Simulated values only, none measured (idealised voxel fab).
process module | voxel wiring stack
cross-section cut | 225 nm wide | cells 5 nm
A cross-section is a grid of square cells, given in bands from the top down. A band is one or more rows of cells.
Each band's line starts with the height of the band's top and of its bottom, in nm. Then come its materials from left to right, each with its width in nm. One material with "throughout" fills the band from edge to edge. "air" is empty space.
Height 0 is the level under which the wafer as received is all one material. The lowest band goes on downwards, as in "0 down".
A width such as "30 to 40" changes by the same amount from each row of cells to the next, from the band's top row to its bottom row.
"no change" after a step means that no cell of the cross-section changed.
closed voids: empty space of 8 cells or more with no open way to the top, each as width x height at its distance from the left edge, in nm
after a step's settings: what the simulator itself notes on the step
overlay nm, on a step with a mask: how far to the right of its planned place the mask lay; to the left if negative
plan
1 op RECEIVE | material Si
2 op CONFORMAL_DEP | material SiO2 | thk nm 15
3 op CONFORMAL_DEP | material SiN | thk nm 5
4 op DIRECTIONAL_DEP | material lowk | thk nm 25
5 op MASKED_ETCH | tone open | mask id METAL_1 | width nm 20 | pitch nm 35 | etch materials lowk | depth nm 25 | overlay nm 0
6 op MASKED_ETCH | tone open | mask id METAL_1 | width nm 20 | pitch nm 35 | etch materials SiN | depth nm 5 | overlay nm 0
7 op CONFORMAL_DEP | material TiN | thk nm 5
8 op FILL_DEP | material Cu | thk nm 5
9 op CMP | height nm 45
10 op CONFORMAL_DEP | material SiCN | thk nm 5
11 op DIRECTIONAL_DEP | material lowk | thk nm 20
12 op DIRECTIONAL_DEP | material aC | thk nm 15
13 op PATTERN | tone open | mask id PLUG_1 | material resist | width nm 15 | pitch nm 35 | thk nm 35 | overlay nm 0
14 op DIRECTIONAL_ETCH | etch materials aC | depth nm 15
15 op STRIP | etch materials resist
16 op DIRECTIONAL_ETCH | etch materials lowk | depth nm 20
17 op DIRECTIONAL_ETCH | etch materials SiCN | depth nm 5
18 op STRIP | etch materials aC
19 op EPI | material Ru | thk nm 10
20 op EPI | material Ru | thk nm 10
21 op EPI | material Ru | thk nm 5
22 op DIRECTIONAL_DEP | material TiN | thk nm 5
23 op DIRECTIONAL_DEP | material W | thk nm 25
24 op MASKED_ETCH | tone cover | mask id METAL_2 | width nm 20 | pitch nm 35 | etch materials W | depth nm 25 | overlay nm 0
25 op MASKED_ETCH | tone cover | mask id METAL_2 | width nm 20 | pitch nm 35 | etch materials TiN | depth nm 5 | overlay nm 0
26 op CONFORMAL_DEP | material SiCN | thk nm 5
27 op FILL_DEP | material SiO2 | thk nm 10
28 op CMP | height nm 100
29 op CONFORMAL_DEP | material SiCN | thk nm 5
30 op DIRECTIONAL_DEP | material SiO2 | thk nm 35
31 op MASKED_ETCH | tone open | mask id METAL_3_HOLES | width nm 15 | pitch nm 35 | etch materials SiO2 | depth nm 35 | overlay nm 0
32 op PATTERN | tone open | mask id METAL_3 | material resist | width nm 20 | pitch nm 35 | thk nm 15 | overlay nm 0
33 op DIRECTIONAL_ETCH | etch materials SiO2 | depth nm 20
34 op DIRECTIONAL_ETCH | etch materials SiCN | depth nm 5
35 op STRIP | etch materials resist
36 op CONFORMAL_DEP | material TiN | thk nm 5
37 op FILL_DEP | material Cu | thk nm 5
38 op CMP | height nm 140
39 op CONFORMAL_DEP | material SiCN | thk nm 5
40 op DIRECTIONAL_DEP | material lowk | thk nm 15
41 op DIRECTIONAL_DEP | material aC | thk nm 10
42 op PATTERN | tone open | mask id PLUG_3 | material resist | width nm 15 | pitch nm 35 | thk nm 30 | overlay nm 0
43 op DIRECTIONAL_ETCH | etch materials aC | depth nm 10
44 op STRIP | etch materials resist
45 op DIRECTIONAL_ETCH | etch materials lowk | depth nm 15
46 op DIRECTIONAL_ETCH | etch materials SiCN | depth nm 5
47 op STRIP | etch materials aC
48 op EPI | material Ru | thk nm 10
49 op EPI | material Ru | thk nm 10
50 op CONFORMAL_DEP | material SiCN | thk nm 5
51 op DIRECTIONAL_DEP | material lowk | thk nm 20
52 op PATTERN | tone open | mask id METAL_4 | material resist | width nm 20 | pitch nm 35 | thk nm 15 | overlay nm 0
53 op DIRECTIONAL_ETCH | etch materials lowk | depth nm 20
54 op DIRECTIONAL_ETCH | etch materials SiCN | depth nm 5
55 op STRIP | etch materials resist
56 op CONFORMAL_DEP | material TiN | thk nm 5
57 op FILL_DEP | material Cu | thk nm 5
58 op CMP | height nm 185
59 op CONFORMAL_DEP | material SiN | thk nm 5
as received, after step 1
  0 down: Si throughout
  closed voids: none
a wafer at the end: this start, this plan, one mistake
  190 to 185: SiN throughout
  185 to 165: lowk 50 | TiN 5 | Cu 10 | TiN 5 | lowk 15 | TiN 5 | Cu 10 | TiN 5 | lowk 15 | TiN 5 | Cu 10 | TiN 5 | lowk 15 | TiN 5 | Cu 10 | TiN 5 | lowk 50
  165 to 160: SiCN 50 | TiN 20 | SiCN 15 | TiN 20 | SiCN 15 | TiN 20 | SiCN 15 | TiN 20 | SiCN 50
  160 to 145: lowk 50 | Ru 15 | lowk 20 | Ru 15 | lowk 20 | Ru 15 | lowk 20 | Ru 15 | lowk 55
  145 to 140: SiCN 50 | Ru 15 | SiCN 20 | Ru 15 | SiCN 20 | Ru 15 | SiCN 20 | Ru 15 | SiCN 55
  140 to 125: SiO2 50 | TiN 5 | Cu 10 | TiN 5 | SiO2 15 | TiN 5 | Cu 10 | TiN 5 | SiO2 15 | TiN 5 | Cu 10 | TiN 5 | SiO2 15 | TiN 5 | Cu 10 | TiN 5 | SiO2 50
  125 to 120: SiO2 50 | TiN 10 | Cu 5 | TiN 5 | SiO2 15 | TiN 10 | Cu 5 | TiN 5 | SiO2 15 | TiN 10 | Cu 5 | TiN 5 | SiO2 15 | TiN 10 | Cu 5 | TiN 5 | SiO2 50
  120 to 105: SiO2 55 | TiN 5 | Cu 5 | TiN 5 | SiO2 20 | TiN 5 | Cu 5 | TiN 5 | SiO2 20 | TiN 5 | Cu 5 | TiN 5 | SiO2 20 | TiN 5 | Cu 5 | TiN 5 | SiO2 50
  105 to 100: SiCN 55 | TiN 15 | SiCN 20 | TiN 15 | SiCN 20 | TiN 15 | SiCN 20 | TiN 15 | SiCN 50
  100 to 75: SiO2 45 | SiCN 5 | W 20 | SiCN 5 | SiO2 5 | SiCN 5 | W 20 | SiCN 5 | SiO2 5 | SiCN 5 | W 20 | SiCN 5 | SiO2 5 | SiCN 5 | W 20 | SiCN 5 | SiO2 45
  75 to 70: SiCN 50 | TiN 20 | SiCN 15 | TiN 20 | SiCN 15 | TiN 20 | SiCN 15 | TiN 20 | SiCN 50
  70 to 50: lowk 50 | Ru 15 | lowk 20 | Ru 15 | lowk 20 | Ru 15 | lowk 20 | Ru 15 | lowk 55
  50 to 45: SiCN 50 | Ru 15 | SiCN 20 | Ru 15 | SiCN 20 | Ru 15 | SiCN 20 | Ru 15 | SiCN 55
  45 to 20: lowk 50 | TiN 5 | Cu 10 | TiN 5 | lowk 15 | TiN 5 | Cu 10 | TiN 5 | lowk 15 | TiN 5 | Cu 10 | TiN 5 | lowk 15 | TiN 5 | Cu 10 | TiN 5 | lowk 50
  20 to 15: SiN 50 | TiN 20 | SiN 15 | TiN 20 | SiN 15 | TiN 20 | SiN 15 | TiN 20 | SiN 50
  15 to 0: SiO2 throughout
  0 down: Si throughout
  closed voids: none
what went wrong: step 31 ran as: op MASKED_ETCH | tone open | mask id METAL_3_HOLES | width nm 15 | pitch nm 35 | etch materials SiO2 | depth nm 35 | overlay nm 5
